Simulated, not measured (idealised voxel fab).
You're looking at the process module voxel plated lines.
FYI the section here is cut, 275 nm wide, cells are 5 nm squares.
A cross-section is a grid of square cells, given in bands from the top down. A band is one or more rows of cells.
Each band's line starts with the height of the band's top and of its bottom, in nm. Then come its materials from left to right, each with its width in nm. One material with "edge to edge" fills the band from edge to edge. "empty" is empty space.
All heights in this document are referenced to 0, defined as the level beneath which the wafer, as received, consists entirely of one material. The lowest band is not bounded below; it extends indefinitely downward and is written in the form "from 0 down".
So if you see something like "30..40" for the width, read it as the top row of the band sitting at the first number and the bottom row at the second, with every row in between moving by the same amount as the last.
"all unchanged" after a step means that no cell of the cross-section changed.
"Tabulated closed voids" enumerates empty spaces isolated from the top, with no open way to it, that contain at least 8 cells, giving each as width x height at distance from the left edge, all three in nm.
If you see something after the settings on a step's line, that's the simulator's own remark about that step.
A step's line can hold "overlay nm"; with a mask on that step, the setting says how far right of the planned place the mask lay, while a negative setting says it lay to the left.

**Process steps - plan**
1 RECEIVE: material Si
2 CONFORMAL_DEP: material Al2O3, thk nm 5
3 DIRECTIONAL_DEP: material TiN, thk nm 5
4 PATTERN: tone open, mask id LINES, material resist, width nm 30, pitch nm 45, thk nm 25, overlay nm 0
5 EPI: material Ru, thk nm 10
6 EPI: material Ru, thk nm 10
7 STRIP: etch materials resist
8 DIRECTIONAL_ETCH: etch materials TiN, depth nm 5
9 CONFORMAL_DEP: material SiO2, thk nm 5

**This is the cross-section of the wafer as we received it, i.e. after step 1**
- from 0 down = Si edge to edge
- Tabulated closed voids: none

**first wafer at the end, as planned**
- from 35 to 30 = empty: 95; SiO2: 40; empty: 5; SiO2: 40; empty: 95
- from 30 to 10 = empty: 95; SiO2: 5; Ru: 30; SiO2: 5; empty: 5; SiO2: 5; Ru: 30; SiO2: 5; empty: 95
- from 10 to 5 = SiO2: 100; TiN: 30; SiO2: 15; TiN: 30; SiO2: 100
- from 5 to 0 = Al2O3 edge to edge
- from 0 down = Si edge to edge
- Tabulated closed voids: none

**Presented here is a cross-section of the second of the two wafers as it stood at the end of the module. It was started in the same manner and assigned the same plan as the first wafer; however, one mistake was made in its execution**
- from 35 to 30 = empty: 100; SiO2: 35; empty: 10; SiO2: 35; empty: 95
- from 30 to 10 = empty: 100; SiO2: 5; Ru: 25; SiO2: 5; empty: 10; SiO2: 5; Ru: 25; SiO2: 5; empty: 95
- from 10 to 5 = SiO2: 105; TiN: 25; SiO2: 20; TiN: 25; SiO2: 100
- from 5 to 0 = Al2O3 edge to edge
- from 0 down = Si edge to edge
- Tabulated closed voids: none
Deviation from plan: step 4 ran differently from the plan; actual operation with settings: PATTERN: tone open, mask id LINES, material resist, width nm 25, pitch nm 45, thk nm 25, overlay nm 0
In the final state, the cell counts of the second wafer exceed or fall short of those of the first for the following materials: -8 Ru | -2 TiN
